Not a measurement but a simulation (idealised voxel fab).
voxel air gaps: a process module
The figure presents cross-section cut, which has a width of 240 nm and is divided into square cells with an edge length of 5 nm.
In what follows, cross-sections appear as grids of square cells, described through bands that run from the top down, where every band is one or more rows of cells. Band: top height; bottom height; in nm. Then, left to right: material with width in nm, for each material. "throughout": a single material spanning edge to edge. "air": empty space. The reference from which all heights are counted is 0, the level beneath which the as-received wafer is entirely one material; the lowest band, having no lower bound, proceeds downward and is written after the example "top 0, no bottom". The expression "30->40" gives the width at the extremes of the band, the first number at its top row of cells and the second at its bottom row, with the width changing by equal amounts from each row to the next in between. "no modifications" means the step left every cell of the cross-section as it was. Listed in "Cavities, sealed": every empty space of 8 or more cells without an open way to the top. Form: width x height at distance, the distance being from the left edge, all in nm. Anything after a step's settings on that line? It's the simulator's own note about the step. overlay nm: on a step with a mask, how far right of its planned place the mask lay; negative means left.
Listed below are the process steps as planned:
1. RECEIVE [material Si]
2. CONFORMAL_DEP [material SiO2] [thk nm 15]
3. CONFORMAL_DEP [material SiCN] [thk nm 5]
4. DIRECTIONAL_DEP [material SiO2] [thk nm 40]
5. DIRECTIONAL_DEP [material aC] [thk nm 10]
6. PATTERN [tone open] [mask id LINES] [material resist] [width nm 25] [pitch nm 50] [thk nm 30] [overlay nm 0]
7. DIRECTIONAL_ETCH [etch materials aC] [depth nm 10]
8. STRIP [etch materials resist]
9. DIRECTIONAL_ETCH [etch materials SiO2] [depth nm 40]
10. STRIP [etch materials aC]
11. CONFORMAL_DEP [material TiN] [thk nm 5]
12. FILL_DEP [material Ru] [thk nm 5]
13. CMP [height nm 60]
14. EPI [material Ru] [thk nm 10]
15. SELECTIVE_ETCH [etch materials SiO2] [depth nm 50]
16. CONFORMAL_DEP [material SiCN] [thk nm 5]
Cross-sectional view of the wafer in its as-received condition, corresponding to the state after step 1:
top 0, no bottom = Si throughout
Cavities, sealed: none
Module complete - cross-section of the first of two wafers, run according to plan:
top 75, bottom 70 = 40 air; 155 SiCN; 45 air
top 70, bottom 60 = 40 air; 5 SiCN; 45 Ru; 5 SiCN; 45 Ru; 5 SiCN; 45 Ru; 5 SiCN; 45 air
top 60, bottom 55 = 40 air; 15 SiCN; 5 TiN; 15 Ru; 5 TiN; 25 SiCN; 5 TiN; 15 Ru; 5 TiN; 25 SiCN; 5 TiN; 15 Ru; 5 TiN; 15 SiCN; 45 air
top 55, bottom 25 = 50 air; 5 SiCN; 5 TiN; 15 Ru; 5 TiN; 5 SiCN; 15 air; 5 SiCN; 5 TiN; 15 Ru; 5 TiN; 5 SiCN; 15 air; 5 SiCN; 5 TiN; 15 Ru; 5 TiN; 5 SiCN; 55 air
top 25, bottom 20 = 55 SiCN; 25 TiN; 25 SiCN; 25 TiN; 25 SiCN; 25 TiN; 60 SiCN
top 20, bottom 15 = SiCN throughout
top 15, bottom 0 = SiO2 throughout
top 0, no bottom = Si throughout
Cavities, sealed: 15 x 30 at 85; 15 x 30 at 135
What the second wafer looks like in cross-section once the module is done. Its start and its plan matched the first wafer's exactly; what differed was one mistake in how it was run:
top 75, bottom 60 = 40 air; 155 Ru; 45 air
top 60, bottom 55 = 40 air; 15 Ru; 5 TiN; 15 Ru; 5 TiN; 25 Ru; 5 TiN; 15 Ru; 5 TiN; 25 Ru; 5 TiN; 15 Ru; 5 TiN; 15 Ru; 45 air
top 55, bottom 25 = 50 air; 5 Ru; 5 TiN; 15 Ru; 5 TiN; 5 Ru; 15 air; 5 Ru; 5 TiN; 15 Ru; 5 TiN; 5 Ru; 15 air; 5 Ru; 5 TiN; 15 Ru; 5 TiN; 5 Ru; 55 air
top 25, bottom 20 = 55 Ru; 25 TiN; 25 Ru; 25 TiN; 25 Ru; 25 TiN; 60 Ru
top 20, bottom 15 = SiCN throughout
top 15, bottom 0 = SiO2 throughout
top 0, no bottom = Si throughout
Cavities, sealed: 15 x 30 at 85; 15 x 30 at 135
Diagnosis: so step 16 ended up running with a different setting than we planned, it ran as CONFORMAL_DEP [material Ru] [thk nm 5]
Final wafer comparison in cells, second versus first, more or fewer per material: Ru: 124 more | SiCN: 124 fewer
